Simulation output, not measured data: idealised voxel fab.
Process module under the name voxel self aligned contacts
FYI the section here is cut, 180 nm wide, cells are 5 nm squares.
A cross-section is written here as square cells arranged in a grid, and it is given in bands from the top down, each band taking up one or more rows of cells.
Top height, bottom height, nm. Materials left to right, width each, nm. Single material + "all across" = fills band edge to edge. "empty" = empty.
Convention: height 0 is the level below which the wafer, as received, is all one material. The lowest band does not terminate at the bottom but continues downward, represented as "0 nm and below".
The expression "30 to 40" gives the width at the extremes of the band, the first number at its top row of cells and the second at its bottom row, with the width changing by equal amounts from each row to the next in between.
When a step is marked "all unchanged", none of the cells in the cross-section changed during that step.
Closed-off voids of 8+ cells (no open route to the top) go in "Encapsulated voids", written width x height at distance from the left edge, in nm.
Formally, on a step line, whatever follows the settings is a remark that the simulator itself makes on the step.
overlay nm: on a step with a mask, how far right of its planned place the mask lay; negative means left.
[Process steps foreseen in the plan]
1: op RECEIVE | material Si
2: op CONFORMAL_DEP | material SiO2 | thk nm 5
3: op DIRECTIONAL_DEP | material polySi | thk nm 20
4: op DIRECTIONAL_DEP | material SiN | thk nm 20
5: op MASKED_ETCH | tone cover | mask id GATE | width nm 30 | pitch nm 75 | etch materials SiN | depth nm 20 | overlay nm 0
6: op MASKED_ETCH | tone cover | mask id GATE | width nm 30 | pitch nm 75 | etch materials polySi | depth nm 20 | overlay nm 0
7: op CONFORMAL_DEP | material SiN | thk nm 10
8: op DIRECTIONAL_ETCH | etch materials SiN | depth nm 10
9: op FILL_DEP | material SiO2 | thk nm 10
10: op CMP | height nm 50
11: op PATTERN | tone open | mask id CONTACT | material resist | width nm 55 | thk nm 20 | overlay nm 0
12: op DIRECTIONAL_ETCH | etch materials SiO2 | depth nm 50
13: op STRIP | etch materials resist
14: op CONFORMAL_DEP | material TiN | thk nm 5
15: op FILL_DEP | material Ru | thk nm 5
16: op CMP | height nm 50
17: op CONFORMAL_DEP | material SiCN | thk nm 5
[Received-state cross-section, reflecting completion of step 1]
0 nm and below = Si all across
Encapsulated voids: none
[Final cross-section, module run with one mistake (start and plan as above)]
55 nm to 50 nm = SiCN all across
50 nm to 45 nm = SiO2: 65 | TiN: 15 | Ru: 15 | TiN: 15 | SiO2: 70
45 nm to 25 nm = SiO2: 25 | SiN: 50 | TiN: 5 | Ru: 15 | TiN: 5 | SiN: 50 | SiO2: 30
25 nm to 5 nm = SiO2: 25 | SiN: 10 | polySi: 30 | SiN: 10 | TiN: 5 | Ru: 15 | TiN: 5 | SiN: 10 | polySi: 30 | SiN: 10 | SiO2: 30
5 nm to 0 nm = SiO2: 75 | TiN: 25 | SiO2: 80
0 nm and below = Si all across
Encapsulated voids: none
Deviation from plan: step 11 deviated from plan and actually ran as op PATTERN | tone open | mask id CONTACT | material resist | width nm 45 | thk nm 20 | overlay nm 0
